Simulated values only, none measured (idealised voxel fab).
Process module under the name voxel spacer lines
FYI the section here is cut, 240 nm wide, cells are 5 nm squares.
How to read a cross-section here: the picture is a grid of square cells, written as bands going from the top down, and any band can span one or more rows of cells. Band: top and bottom heights (nm) first, top before bottom; then materials from left to right, widths in nm. "everywhere" marks a sole material filling the band edge to edge. "empty" denotes empty space. Basically, 0 is our baseline, since under it the wafer straight out of the box is all one material. The bottom band has no lower end and keeps on going down, so it looks like "0..down". So if you see something like "30->40" for the width, read it as the top row of the band sitting at the first number and the bottom row at the second, with every row in between moving by the same amount as the last. The designation "changes: none", where it is given for a processing step, indicates that no cell of the cross-section was altered in the course of that step. Closed empty spaces (no open way to the top) of 8 cells or more are what "Cavities, closed" lists, each as width x height at distance from the left edge, nm for all three. Where a step's line continues beyond its settings, the continuation is a remark by the simulator itself on that step. On any step carrying a mask, the "overlay nm" setting, if present on the step's line, tells how far right of its planned place the mask lay; negative values point to the left.

**Set out below are the planned steps of the process**
step 1: RECEIVE with material Si
step 2: CONFORMAL_DEP with material Al2O3, thk nm 5
step 3: DIRECTIONAL_DEP with material SiN, thk nm 15
step 4: DIRECTIONAL_DEP with material aC, thk nm 30
step 5: PATTERN with tone cover, mask id MANDREL, material resist, width nm 15, pitch nm 60, thk nm 40, overlay nm 0
step 6: DIRECTIONAL_ETCH with etch materials aC, depth nm 30
step 7: STRIP with etch materials resist
step 8: CONFORMAL_DEP with material SiO2, thk nm 15
step 9: DIRECTIONAL_ETCH with etch materials SiO2, depth nm 15
step 10: STRIP with etch materials aC
step 11: DIRECTIONAL_ETCH with etch materials SiN, depth nm 15
step 12: STRIP with etch materials SiO2

**Cross-section of the wafer upon arrival, representing the state reached after step 1**
> 0..down = Si everywhere
> Cavities, closed: none

**Figure: cross-sectional view of the wafer upon completion of the module, processed from the initial state and according to the plan depicted above, with one error introduced during execution**
> 15..0 = 35 empty  15 SiN  15 empty  15 SiN  15 empty  15 SiN  15 empty  15 SiN  15 empty  15 SiN  15 empty  15 SiN  40 empty
> 0..down = Si everywhere
> Cavities, closed: none
what went wrong: step 2 in the plan did not get run; it was skipped
